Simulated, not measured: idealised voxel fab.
Title: Process Module voxel double patterning
The figure presents cross-section cut, which has a width of 165 nm and is divided into square cells with an edge length of 5 nm.
Notation: cross-section as square-cell grid; stated in bands, top first, going down; one or more cell rows per band. Basically the band line says how high the top is and how high the bottom is, in nm, and then what's in it from left to right, every material with its width in nm. Empty space shows up as "empty", and if a single material carries "everywhere" it runs the full band edge to edge. It should be noted that heights are counted from 0, beneath which the wafer as supplied is of one material throughout, and that the lowest band possesses no lower boundary but continues downward, as written in "from 0 down". So if you see something like "30..40" for the width, read it as the top row of the band sitting at the first number and the bottom row at the second, with every row in between moving by the same amount as the last. Given "no change" for a step, no cell of the cross-section differs between before and after that step. Voids not open to the top, 8 cells minimum: see "Sealed void listing". Written width x height at distance; distance is from the left edge; nm. Formally, on a step line, whatever follows the settings is a remark that the simulator itself makes on the step. overlay nm: mask right of planned place by this much (step with mask). Neg. = left.
HERE'S WHAT THE PLANNED PROCESS STEPS LOOK LIKE
1: RECEIVE (material Si)
2: CONFORMAL_DEP (material SiN; thk nm 5)
3: DIRECTIONAL_DEP (material SiO2; thk nm 15)
4: DIRECTIONAL_DEP (material SiCN; thk nm 5)
5: DIRECTIONAL_DEP (material aC; thk nm 15)
6: PATTERN (tone open; mask id FIRST; material resist; width nm 15; pitch nm 50; thk nm 35; overlay nm 0)
7: DIRECTIONAL_ETCH (etch materials aC; depth nm 15)
8: STRIP (etch materials resist)
9: DIRECTIONAL_ETCH (etch materials SiCN; depth nm 5)
10: STRIP (etch materials aC)
11: DIRECTIONAL_DEP (material aC; thk nm 15)
12: PATTERN (tone open; mask id SECOND; material resist; width nm 15; thk nm 35; overlay nm 0)
13: DIRECTIONAL_ETCH (etch materials aC; depth nm 15)
14: STRIP (etch materials resist)
15: DIRECTIONAL_ETCH (etch materials SiCN; depth nm 5)
16: STRIP (etch materials aC)
17: DIRECTIONAL_ETCH (etch materials SiO2; depth nm 15)
18: STRIP (etch materials SiCN)
CONCERNING THE FIRST OF TWO WAFERS, WHICH WAS RUN IN ACCORDANCE WITH THE PLAN
CROSS-SECTION OF THE WAFER AS IT CAME TO US, I.E., ALREADY THROUGH STEP 1
> from 0 down = Si everywhere
> Sealed void listing: none
WAFER XSEC, POST STEP 2
> from 5 to 0 = SiN everywhere
> Below 0 it's all the same as before, nothing changed down there.
WAFER XSEC, POST STEP 3
> from 20 to 5 = SiO2 everywhere
> Below 5 it's all the same as before, nothing changed down there.
WAFER XSEC, POST STEP 4
> from 25 to 20 = SiCN everywhere
> Below 20 it's all the same as before, nothing changed down there.
WAFER XSEC, POST STEP 5
> from 40 to 25 = aC everywhere
> Below 25 it's all the same as before, nothing changed down there.
WAFER XSEC, POST STEP 6
> from 75 to 40 = resist 50, empty 15, resist 35, empty 15, resist 50
> Below 40 it's all the same as before, nothing changed down there.
WAFER XSEC, POST STEP 7
> from 60 to 40 = resist 50, empty 15, resist 35, empty 15, resist 50
> from 40 to 25 = aC 50, empty 15, aC 35, empty 15, aC 50
> Below 25 it's all the same as before, nothing changed down there.
WAFER XSEC, POST STEP 8
> from 40 to 25 = aC 50, empty 15, aC 35, empty 15, aC 50
> Below 25 it's all the same as before, nothing changed down there.
WAFER XSEC, POST STEP 9
> from 40 to 25 = aC 50, empty 15, aC 35, empty 15, aC 50
> from 25 to 20 = SiCN 50, empty 15, SiCN 35, empty 15, SiCN 50
> Below 20 it's all the same as before, nothing changed down there.
WAFER XSEC, POST STEP 10
> from 25 to 20 = SiCN 50, empty 15, SiCN 35, empty 15, SiCN 50
> Below 20 it's all the same as before, nothing changed down there.
WAFER XSEC, POST STEP 11
> from 40 to 35 = aC 50, empty 15, aC 35, empty 15, aC 50
> from 35 to 25 = aC everywhere
> from 25 to 20 = SiCN 50, aC 15, SiCN 35, aC 15, SiCN 50
> Below 20 it's all the same as before, nothing changed down there.
WAFER XSEC, POST STEP 12
> from 75 to 40 = resist 75, empty 15, resist 75
> from 40 to 35 = aC 50, resist 15, aC 35, resist 15, aC 50
> Below 35 it's all the same as before, nothing changed down there.
WAFER XSEC, POST STEP 13
> from 60 to 40 = resist 75, empty 15, resist 75
> from 40 to 35 = aC 50, resist 15, aC 10, empty 15, aC 10, resist 15, aC 50
> from 35 to 25 = aC 75, empty 15, aC 75
> Below 25 it's all the same as before, nothing changed down there.
WAFER XSEC, POST STEP 14
> from 40 to 35 = aC 50, empty 15, aC 10, empty 15, aC 10, empty 15, aC 50
> Below 35 it's all the same as before, nothing changed down there.
WAFER XSEC, POST STEP 15
> from 40 to 35 = aC 50, empty 15, aC 10, empty 15, aC 10, empty 15, aC 50
> from 35 to 25 = aC 75, empty 15, aC 75
> from 25 to 20 = SiCN 50, aC 15, SiCN 10, empty 15, SiCN 10, aC 15, SiCN 50
> Below 20 it's all the same as before, nothing changed down there.
WAFER XSEC, POST STEP 16
> from 25 to 20 = SiCN 50, empty 15, SiCN 10, empty 15, SiCN 10, empty 15, SiCN 50
> Below 20 it's all the same as before, nothing changed down there.
WAFER XSEC, POST STEP 17
> from 25 to 20 = SiCN 50, empty 15, SiCN 10, empty 15, SiCN 10, empty 15, SiCN 50
> from 20 to 5 = SiO2 50, empty 15, SiO2 10, empty 15, SiO2 10, empty 15, SiO2 50
> Below 5 it's all the same as before, nothing changed down there.
WAFER XSEC, POST STEP 18
> from 20 to 5 = SiO2 50, empty 15, SiO2 10, empty 15, SiO2 10, empty 15, SiO2 50
> Below 5 it's all the same as before, nothing changed down there.
WAFER TWO. IDENTICAL START, IDENTICAL PLAN. ONE MISTAKE IN EXECUTION. IDENTICAL HISTORY THROUGH STEP 2
SECOND WAFER SHOWN IN CROSS-SECTION AT THE TIME STEP 3 WAS SLATED TO END
> from 20 to 0 = SiN everywhere
> Below 0 it's all the same as before, nothing changed down there.
SECOND WAFER SHOWN IN CROSS-SECTION AT THE TIME STEP 4 WAS SLATED TO END
> from 25 to 20 = SiCN everywhere
> Below 20 it's all the same as before, nothing changed down there.
SECOND WAFER SHOWN IN CROSS-SECTION AT THE TIME STEP 5 WAS SLATED TO END
> from 40 to 25 = aC everywhere
> Below 25 it's all the same as before, nothing changed down there.
SECOND WAFER SHOWN IN CROSS-SECTION AT THE TIME STEP 6 WAS SLATED TO END
> from 75 to 40 = resist 50, empty 15, resist 35, empty 15, resist 50
> Below 40 it's all the same as before, nothing changed down there.
SECOND WAFER SHOWN IN CROSS-SECTION AT THE TIME STEP 7 WAS SLATED TO END
> from 60 to 40 = resist 50, empty 15, resist 35, empty 15, resist 50
> from 40 to 25 = aC 50, empty 15, aC 35, empty 15, aC 50
> Below 25 it's all the same as before, nothing changed down there.
SECOND WAFER SHOWN IN CROSS-SECTION AT THE TIME STEP 8 WAS SLATED TO END
> from 40 to 25 = aC 50, empty 15, aC 35, empty 15, aC 50
> Below 25 it's all the same as before, nothing changed down there.
SECOND WAFER SHOWN IN CROSS-SECTION AT THE TIME STEP 9 WAS SLATED TO END
> from 40 to 25 = aC 50, empty 15, aC 35, empty 15, aC 50
> from 25 to 20 = SiCN 50, empty 15, SiCN 35, empty 15, SiCN 50
> Below 20 it's all the same as before, nothing changed down there.
SECOND WAFER SHOWN IN CROSS-SECTION AT THE TIME STEP 10 WAS SLATED TO END
> from 25 to 20 = SiCN 50, empty 15, SiCN 35, empty 15, SiCN 50
> Below 20 it's all the same as before, nothing changed down there.
SECOND WAFER SHOWN IN CROSS-SECTION AT THE TIME STEP 11 WAS SLATED TO END
> from 40 to 35 = aC 50, empty 15, aC 35, empty 15, aC 50
> from 35 to 25 = aC everywhere
> from 25 to 20 = SiCN 50, aC 15, SiCN 35, aC 15, SiCN 50
> Below 20 it's all the same as before, nothing changed down there.
SECOND WAFER SHOWN IN CROSS-SECTION AT THE TIME STEP 12 WAS SLATED TO END
> from 75 to 40 = resist 75, empty 15, resist 75
> from 40 to 35 = aC 50, resist 15, aC 35, resist 15, aC 50
> Below 35 it's all the same as before, nothing changed down there.
SECOND WAFER SHOWN IN CROSS-SECTION AT THE TIME STEP 13 WAS SLATED TO END
> from 60 to 40 = resist 75, empty 15, resist 75
> from 40 to 35 = aC 50, resist 15, aC 10, empty 15, aC 10, resist 15, aC 50
> from 35 to 25 = aC 75, empty 15, aC 75
> Below 25 it's all the same as before, nothing changed down there.
SECOND WAFER SHOWN IN CROSS-SECTION AT THE TIME STEP 14 WAS SLATED TO END
> from 40 to 35 = aC 50, empty 15, aC 10, empty 15, aC 10, empty 15, aC 50
> Below 35 it's all the same as before, nothing changed down there.
SECOND WAFER SHOWN IN CROSS-SECTION AT THE TIME STEP 15 WAS SLATED TO END
> from 40 to 35 = aC 50, empty 15, aC 10, empty 15, aC 10, empty 15, aC 50
> from 35 to 25 = aC 75, empty 15, aC 75
> from 25 to 20 = SiCN 50, aC 15, SiCN 10, empty 15, SiCN 10, aC 15, SiCN 50
> Below 20 it's all the same as before, nothing changed down there.
SECOND WAFER SHOWN IN CROSS-SECTION AT THE TIME STEP 16 WAS SLATED TO END
> from 25 to 20 = SiCN 50, empty 15, SiCN 10, empty 15, SiCN 10, empty 15, SiCN 50
> Below 20 it's all the same as before, nothing changed down there.
Second wafer shown in cross-section at the time step 17 was slated to end: no change
SECOND WAFER SHOWN IN CROSS-SECTION AT THE TIME STEP 18 WAS SLATED TO END
> from 20 to 0 = SiN everywhere
> Below 0 it's all the same as before, nothing changed down there.
Where did the run depart from the plan? step 3: run off-plan, actual operation and settings DIRECTIONAL_DEP (material SiN; thk nm 15)
at the end the second wafer has, in cells: +99 SiN; -72 SiO2
